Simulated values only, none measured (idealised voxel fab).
The process module that follows is named voxel transistor to metal.
Pictured: cross-section cut, 265 nm wide, on a grid of 5 nm square cells.
The cross-sections in this document take the form of a grid made of square cells. They are written out as bands, in order from top to bottom. Each band consists of one or more rows of cells.
Basically the band line says how high the top is and how high the bottom is, in nm, and then what's in it from left to right, every material with its width in nm. Empty space shows up as "empty", and if a single material carries "all across" it runs the full band edge to edge.
Below 0: as-received wafer, all one material; heights counted from there. Lowest band: no bottom, goes on down, written "0 and below".
A width such as "30->40" changes by the same amount from each row of cells to the next, from the band's top row to its bottom row.
"nothing got changed" (step): cross-section cells unchanged, all of them.
Reported under the label "Completely enclosed voids" are the empty spaces having no open way to the top and comprising 8 cells or more; the notation for each is width x height at distance, in which the distance is measured from the left edge and all three values are in nm.
Note: text after step settings on the step line = simulator remark on that step.
If you see "overlay nm" on a step's line and that step has a mask, it's telling you how far right of where it was planned the mask ended up; a negative number means it went left instead.
Heads up before you read on: it's before/after pairs around one process step each, after side only down to the lowest band that changed, step plus settings under the pair. Pairs can be from different runs of this module, same starting wafer, so only chain a pair onto the one above if its "Status quo ante" entry says so.

## Status quo ante
* 45 down to 40 = SiN all across
* 40 down to 30 = 25 nm SiO2, then 5 nm TiN, then 5 nm Ru, then 5 nm TiN, then 55 nm SiO2, then 5 nm TiN, then 5 nm Ru, then 5 nm TiN, then 45 nm SiO2, then 5 nm TiN, then 5 nm Ru, then 5 nm TiN, then 55 nm SiO2, then 5 nm TiN, then 5 nm Ru, then 5 nm TiN, then 25 nm SiO2
* 30 down to 20 = 25 nm SiO2, then 5 nm TiN, then 5 nm Ru, then 5 nm TiN, then 10 nm SiO2, then 5 nm SiN, then 25 nm SiCN, then 5 nm SiN, then 10 nm SiO2, then 5 nm TiN, then 5 nm Ru, then 5 nm TiN, then 45 nm SiO2, then 5 nm TiN, then 5 nm Ru, then 5 nm TiN, then 10 nm SiO2, then 5 nm SiN, then 25 nm SiCN, then 5 nm SiN, then 10 nm SiO2, then 5 nm TiN, then 5 nm Ru, then 5 nm TiN, then 25 nm SiO2
* 20 down to 0 = 25 nm SiO2, then 5 nm TiN, then 5 nm Ru, then 5 nm TiN, then 10 nm SiO2, then 5 nm SiN, then 25 nm polySi, then 5 nm SiN, then 10 nm SiO2, then 5 nm TiN, then 5 nm Ru, then 5 nm TiN, then 45 nm SiO2, then 5 nm TiN, then 5 nm Ru, then 5 nm TiN, then 10 nm SiO2, then 5 nm SiN, then 25 nm polySi, then 5 nm SiN, then 10 nm SiO2, then 5 nm TiN, then 5 nm Ru, then 5 nm TiN, then 25 nm SiO2
* 0 down to -5 = 10 nm SiO2, then 5 nm SiN, then 10 nm SiO2, then 15 nm TiN, then 10 nm SiO2, then 5 nm SiN, then 25 nm polySi, then 5 nm SiN, then 10 nm SiO2, then 15 nm TiN, then 10 nm SiO2, then 5 nm SiN, then 15 nm SiO2, then 5 nm SiN, then 10 nm SiO2, then 15 nm TiN, then 10 nm SiO2, then 5 nm SiN, then 25 nm polySi, then 5 nm SiN, then 10 nm SiO2, then 15 nm TiN, then 10 nm SiO2, then 5 nm SiN, then 10 nm SiO2
* -5 down to -10 = 15 nm SiO2, then 35 nm nSi, then 35 nm SiO2, then 35 nm nSi, then 25 nm SiO2, then 35 nm nSi, then 35 nm SiO2, then 35 nm nSi, then 15 nm SiO2
* -10 down to -35 = 20 nm SiO2, then 95 nm Si, then 35 nm SiO2, then 95 nm Si, then 20 nm SiO2
* -35 and below = Si all across
* Completely enclosed voids: none

## Resultant Cross-Section
* 70 down to 45 = TiN all across
* below 45: unchanged
* Completely enclosed voids: none
Between the two cross-sections shown above lies DIRECTIONAL_DEP with material TiN, thk nm 25

Status quo ante: same picture as after in the pair right above, so we don't repeat it.

## Resultant Cross-Section
* 75 down to 45 = TiN all across
* below 45: unchanged
* Completely enclosed voids: none
Between the two cross-sections shown above lies CONFORMAL_DEP with material TiN, thk nm 5

Status quo ante: same picture as after in the pair right above, so we don't repeat it.

## Resultant Cross-Section
* 85 down to 75 = Ru all across
* below 75: unchanged
* Completely enclosed voids: none
Between the two cross-sections shown above lies FILL_DEP with material Ru, thk nm 10

Status quo ante: same picture as after in the pair right above, so we don't repeat it.

## Resultant Cross-Section
* 70 down to 45 = TiN all across
* below 45: unchanged
* Completely enclosed voids: none
Between the two cross-sections shown above lies CMP with height nm 70

Status quo ante: same picture as after in the pair right above, so we don't repeat it.

## Resultant Cross-Section
* 75 down to 70 = Ru all across
* below 70: unchanged
* Completely enclosed voids: none
Between the two cross-sections shown above lies EPI with material Ru, thk nm 5

Status quo ante: same picture as after in the pair right above, so we don't repeat it.

## Resultant Cross-Section
* 80 down to 75 = SiCN all across
* below 75: unchanged
* Completely enclosed voids: none
Between the two cross-sections shown above lies FILL_DEP with material SiCN, thk nm 5

## Status quo ante
* 40 down to 30 = SiO2 all across
* 30 down to 20 = 50 nm SiO2, then 5 nm SiN, then 25 nm SiCN, then 5 nm SiN, then 95 nm SiO2, then 5 nm SiN, then 25 nm SiCN, then 5 nm SiN, then 50 nm SiO2
* 20 down to 0 = 50 nm SiO2, then 5 nm SiN, then 25 nm polySi, then 5 nm SiN, then 95 nm SiO2, then 5 nm SiN, then 25 nm polySi, then 5 nm SiN, then 50 nm SiO2
* 0 down to -5 = 10 nm SiO2, then 5 nm SiN, then 35 nm SiO2, then 5 nm SiN, then 25 nm polySi, then 5 nm SiN, then 35 nm SiO2, then 5 nm SiN, then 15 nm SiO2, then 5 nm SiN, then 35 nm SiO2, then 5 nm SiN, then 25 nm polySi, then 5 nm SiN, then 35 nm SiO2, then 5 nm SiN, then 10 nm SiO2
* -5 down to -10 = 15 nm SiO2, then 35 nm nSi, then 35 nm SiO2, then 35 nm nSi, then 25 nm SiO2, then 35 nm nSi, then 35 nm SiO2, then 35 nm nSi, then 15 nm SiO2
* -10 down to -35 = 20 nm SiO2, then 95 nm Si, then 35 nm SiO2, then 95 nm Si, then 20 nm SiO2
* -35 and below = Si all across
* Completely enclosed voids: none

## Resultant Cross-Section
* 40 down to 30 = 25 nm empty, then 15 nm SiO2, then 55 nm empty, then 15 nm SiO2, then 45 nm empty, then 15 nm SiO2, then 55 nm empty, then 15 nm SiO2, then 25 nm empty
* 30 down to 20 = 25 nm empty, then 15 nm SiO2, then 10 nm empty, then 5 nm SiN, then 25 nm SiCN, then 5 nm SiN, then 10 nm empty, then 15 nm SiO2, then 45 nm empty, then 15 nm SiO2, then 10 nm empty, then 5 nm SiN, then 25 nm SiCN, then 5 nm SiN, then 10 nm empty, then 15 nm SiO2, then 25 nm empty
* 20 down to 0 = 25 nm empty, then 15 nm SiO2, then 10 nm empty, then 5 nm SiN, then 25 nm polySi, then 5 nm SiN, then 10 nm empty, then 15 nm SiO2, then 45 nm empty, then 15 nm SiO2, then 10 nm empty, then 5 nm SiN, then 25 nm polySi, then 5 nm SiN, then 10 nm empty, then 15 nm SiO2, then 25 nm empty
* 0 down to -5 = 10 nm empty, then 5 nm SiN, then 10 nm empty, then 15 nm SiO2, then 10 nm empty, then 5 nm SiN, then 25 nm polySi, then 5 nm SiN, then 10 nm empty, then 15 nm SiO2, then 10 nm empty, then 5 nm SiN, then 15 nm empty, then 5 nm SiN, then 10 nm empty, then 15 nm SiO2, then 10 nm empty, then 5 nm SiN, then 25 nm polySi, then 5 nm SiN, then 10 nm empty, then 15 nm SiO2, then 10 nm empty, then 5 nm SiN, then 10 nm empty
* below -5: unchanged
* Completely enclosed voids: none
Between the two cross-sections shown above lies MASKED_ETCH with tone cover, mask id CONTACT, width nm 15, etch materials SiO2, depth nm 45, overlay nm 0

Status quo ante: same picture as after in the pair right above, so we don't repeat it.

## Resultant Cross-Section
* 45 down to 40 = 20 nm empty, then 25 nm TiN, then 45 nm empty, then 25 nm TiN, then 35 nm empty, then 25 nm TiN, then 45 nm empty, then 25 nm TiN, then 20 nm empty
* 40 down to 35 = 20 nm empty, then 5 nm TiN, then 15 nm SiO2, then 5 nm TiN, then 45 nm empty, then 5 nm TiN, then 15 nm SiO2, then 5 nm TiN, then 35 nm empty, then 5 nm TiN, then 15 nm SiO2, then 5 nm TiN, then 45 nm empty, then 5 nm TiN, then 15 nm SiO2, then 5 nm TiN, then 20 nm empty
* 35 down to 30 = 20 nm empty, then 5 nm TiN, then 15 nm SiO2, then 55 nm TiN, then 15 nm SiO2, then 5 nm TiN, then 35 nm empty, then 5 nm TiN, then 15 nm SiO2, then 55 nm TiN, then 15 nm SiO2, then 5 nm TiN, then 20 nm empty
* 30 down to 20 = 20 nm empty, then 5 nm TiN, then 15 nm SiO2, then 10 nm TiN, then 5 nm SiN, then 25 nm SiCN, then 5 nm SiN, then 10 nm TiN, then 15 nm SiO2, then 5 nm TiN, then 35 nm empty, then 5 nm TiN, then 15 nm SiO2, then 10 nm TiN, then 5 nm SiN, then 25 nm SiCN, then 5 nm SiN, then 10 nm TiN, then 15 nm SiO2, then 5 nm TiN, then 20 nm empty
* 20 down to 5 = 20 nm empty, then 5 nm TiN, then 15 nm SiO2, then 10 nm TiN, then 5 nm SiN, then 25 nm polySi, then 5 nm SiN, then 10 nm TiN, then 15 nm SiO2, then 5 nm TiN, then 35 nm empty, then 5 nm TiN, then 15 nm SiO2, then 10 nm TiN, then 5 nm SiN, then 25 nm polySi, then 5 nm SiN, then 10 nm TiN, then 15 nm SiO2, then 5 nm TiN, then 20 nm empty
* 5 down to 0 = 5 nm empty, then 20 nm TiN, then 15 nm SiO2, then 10 nm TiN, then 5 nm SiN, then 25 nm polySi, then 5 nm SiN, then 10 nm TiN, then 15 nm SiO2, then 20 nm TiN, then 5 nm empty, then 20 nm TiN, then 15 nm SiO2, then 10 nm TiN, then 5 nm SiN, then 25 nm polySi, then 5 nm SiN, then 10 nm TiN, then 15 nm SiO2, then 20 nm TiN, then 5 nm empty
* 0 down to -5 = 10 nm TiN, then 5 nm SiN, then 10 nm TiN, then 15 nm SiO2, then 10 nm TiN, then 5 nm SiN, then 25 nm polySi, then 5 nm SiN, then 10 nm TiN, then 15 nm SiO2, then 10 nm TiN, then 5 nm SiN, then 15 nm TiN, then 5 nm SiN, then 10 nm TiN, then 15 nm SiO2, then 10 nm TiN, then 5 nm SiN, then 25 nm polySi, then 5 nm SiN, then 10 nm TiN, then 15 nm SiO2, then 10 nm TiN, then 5 nm SiN, then 10 nm TiN
* below -5: unchanged
* Completely enclosed voids: none
Between the two cross-sections shown above lies CONFORMAL_DEP with material TiN, thk nm 5

Status quo ante: same picture as after in the pair right above, so we don't repeat it.

## Resultant Cross-Section
* 55 down to 45 = Ru all across
* 45 down to 40 = 20 nm Ru, then 25 nm TiN, then 45 nm Ru, then 25 nm TiN, then 35 nm Ru, then 25 nm TiN, then 45 nm Ru, then 25 nm TiN, then 20 nm Ru
* 40 down to 35 = 20 nm Ru, then 5 nm TiN, then 15 nm SiO2, then 5 nm TiN, then 45 nm Ru, then 5 nm TiN, then 15 nm SiO2, then 5 nm TiN, then 35 nm Ru, then 5 nm TiN, then 15 nm SiO2, then 5 nm TiN, then 45 nm Ru, then 5 nm TiN, then 15 nm SiO2, then 5 nm TiN, then 20 nm Ru
* 35 down to 30 = 20 nm Ru, then 5 nm TiN, then 15 nm SiO2, then 55 nm TiN, then 15 nm SiO2, then 5 nm TiN, then 35 nm Ru, then 5 nm TiN, then 15 nm SiO2, then 55 nm TiN, then 15 nm SiO2, then 5 nm TiN, then 20 nm Ru
* 30 down to 20 = 20 nm Ru, then 5 nm TiN, then 15 nm SiO2, then 10 nm TiN, then 5 nm SiN, then 25 nm SiCN, then 5 nm SiN, then 10 nm TiN, then 15 nm SiO2, then 5 nm TiN, then 35 nm Ru, then 5 nm TiN, then 15 nm SiO2, then 10 nm TiN, then 5 nm SiN, then 25 nm SiCN, then 5 nm SiN, then 10 nm TiN, then 15 nm SiO2, then 5 nm TiN, then 20 nm Ru
* 20 down to 5 = 20 nm Ru, then 5 nm TiN, then 15 nm SiO2, then 10 nm TiN, then 5 nm SiN, then 25 nm polySi, then 5 nm SiN, then 10 nm TiN, then 15 nm SiO2, then 5 nm TiN, then 35 nm Ru, then 5 nm TiN, then 15 nm SiO2, then 10 nm TiN, then 5 nm SiN, then 25 nm polySi, then 5 nm SiN, then 10 nm TiN, then 15 nm SiO2, then 5 nm TiN, then 20 nm Ru
* 5 down to 0 = 5 nm Ru, then 20 nm TiN, then 15 nm SiO2, then 10 nm TiN, then 5 nm SiN, then 25 nm polySi, then 5 nm SiN, then 10 nm TiN, then 15 nm SiO2, then 20 nm TiN, then 5 nm Ru, then 20 nm TiN, then 15 nm SiO2, then 10 nm TiN, then 5 nm SiN, then 25 nm polySi, then 5 nm SiN, then 10 nm TiN, then 15 nm SiO2, then 20 nm TiN, then 5 nm Ru
* below 0: unchanged
* Completely enclosed voids: none
Between the two cross-sections shown above lies FILL_DEP with material Ru, thk nm 10

Status quo ante: same picture as after in the pair right above, so we don't repeat it.

## Resultant Cross-Section
* 40 down to 35 = 20 nm Ru, then 5 nm TiN, then 15 nm SiO2, then 5 nm TiN, then 45 nm Ru, then 5 nm TiN, then 15 nm SiO2, then 5 nm TiN, then 35 nm Ru, then 5 nm TiN, then 15 nm SiO2, then 5 nm TiN, then 45 nm Ru, then 5 nm TiN, then 15 nm SiO2, then 5 nm TiN, then 20 nm Ru
* below 35: unchanged
* Completely enclosed voids: none
Between the two cross-sections shown above lies CMP with height nm 40

Status quo ante: same picture as after in the pair right above, so we don't repeat it.

## Resultant Cross-Section
* 45 down to 40 = SiN all across
* below 40: unchanged
* Completely enclosed voids: none
Between the two cross-sections shown above lies CONFORMAL_DEP with material SiN, thk nm 5

Status quo ante: same picture as after in the pair right above, so we don't repeat it.

## Resultant Cross-Section
* 70 down to 45 = SiO2 all across
* below 45: unchanged
* Completely enclosed voids: none
Between the two cross-sections shown above lies DIRECTIONAL_DEP with material SiO2, thk nm 25

Status quo ante: same picture as after in the pair right above, so we don't repeat it.

## Resultant Cross-Section
* 70 down to 45 = 25 nm SiO2, then 15 nm empty, then 55 nm SiO2, then 15 nm empty, then 45 nm SiO2, then 15 nm empty, then 55 nm SiO2, then 15 nm empty, then 25 nm SiO2
* below 45: unchanged
* Completely enclosed voids: none
Between the two cross-sections shown above lies MASKED_ETCH with tone open, mask id METAL_1, width nm 15, etch materials SiO2, depth nm 25, overlay nm 0

Status quo ante: same picture as after in the pair right above, so we don't repeat it.

## Resultant Cross-Section
* 70 down to 45 = 25 nm SiO2, then 15 nm empty, then 55 nm SiO2, then 15 nm empty, then 45 nm SiO2, then 15 nm empty, then 55 nm SiO2, then 15 nm empty, then 25 nm SiO2
* 45 down to 40 = 25 nm SiN, then 15 nm empty, then 55 nm SiN, then 15 nm empty, then 45 nm SiN, then 15 nm empty, then 55 nm SiN, then 15 nm empty, then 25 nm SiN
* below 40: unchanged
* Completely enclosed voids: none
Between the two cross-sections shown above lies MASKED_ETCH with tone open, mask id METAL_1, width nm 15, etch materials SiN, depth nm 5, overlay nm 0

Status quo ante: same picture as after in the pair right above, so we don't repeat it.

## Resultant Cross-Section
* 75 down to 70 = 30 nm TiN, then 5 nm empty, then 65 nm TiN, then 5 nm empty, then 55 nm TiN, then 5 nm empty, then 65 nm TiN, then 5 nm empty, then 30 nm TiN
* 70 down to 45 = 25 nm SiO2, then 5 nm TiN, then 5 nm empty, then 5 nm TiN, then 55 nm SiO2, then 5 nm TiN, then 5 nm empty, then 5 nm TiN, then 45 nm SiO2, then 5 nm TiN, then 5 nm empty, then 5 nm TiN, then 55 nm SiO2, then 5 nm TiN, then 5 nm empty, then 5 nm TiN, then 25 nm SiO2
* 45 down to 40 = 25 nm SiN, then 15 nm TiN, then 55 nm SiN, then 15 nm TiN, then 45 nm SiN, then 15 nm TiN, then 55 nm SiN, then 15 nm TiN, then 25 nm SiN
* below 40: unchanged
* Completely enclosed voids: none
Between the two cross-sections shown above lies CONFORMAL_DEP with material TiN, thk nm 5

Status quo ante: same picture as after in the pair right above, so we don't repeat it.

## Resultant Cross-Section
* 85 down to 75 = Ru all across
* 75 down to 70 = 30 nm TiN, then 5 nm Ru, then 65 nm TiN, then 5 nm Ru, then 55 nm TiN, then 5 nm Ru, then 65 nm TiN, then 5 nm Ru, then 30 nm TiN
* 70 down to 45 = 25 nm SiO2, then 5 nm TiN, then 5 nm Ru, then 5 nm TiN, then 55 nm SiO2, then 5 nm TiN, then 5 nm Ru, then 5 nm TiN, then 45 nm SiO2, then 5 nm TiN, then 5 nm Ru, then 5 nm TiN, then 55 nm SiO2, then 5 nm TiN, then 5 nm Ru, then 5 nm TiN, then 25 nm SiO2
* below 45: unchanged
* Completely enclosed voids: none
Between the two cross-sections shown above lies FILL_DEP with material Ru, thk nm 10

Status quo ante: same picture as after in the pair right above, so we don't repeat it.

## Resultant Cross-Section
* 70 down to 45 = 25 nm SiO2, then 5 nm TiN, then 5 nm Ru, then 5 nm TiN, then 55 nm SiO2, then 5 nm TiN, then 5 nm Ru, then 5 nm TiN, then 45 nm SiO2, then 5 nm TiN, then 5 nm Ru, then 5 nm TiN, then 55 nm SiO2, then 5 nm TiN, then 5 nm Ru, then 5 nm TiN, then 25 nm SiO2
* below 45: unchanged
* Completely enclosed voids: none
Between the two cross-sections shown above lies CMP with height nm 70

Status quo ante: same picture as after in the pair right above, so we don't repeat it.

## Resultant Cross-Section
* 75 down to 70 = 20 nm empty, then 25 nm Ru, then 45 nm empty, then 25 nm Ru, then 35 nm empty, then 25 nm Ru, then 45 nm empty, then 25 nm Ru, then 20 nm empty
* below 70: unchanged
* Completely enclosed voids: none
Between the two cross-sections shown above lies EPI with material Ru, thk nm 5

Status quo ante: same picture as after in the pair right above, so we don't repeat it.

## Resultant Cross-Section
* 80 down to 75 = SiCN all across
* 75 down to 70 = 20 nm SiCN, then 25 nm Ru, then 45 nm SiCN, then 25 nm Ru, then 35 nm SiCN, then 25 nm Ru, then 45 nm SiCN, then 25 nm Ru, then 20 nm SiCN
* below 70: unchanged
* Completely enclosed voids: none
Between the two cross-sections shown above lies FILL_DEP with material SiCN, thk nm 5
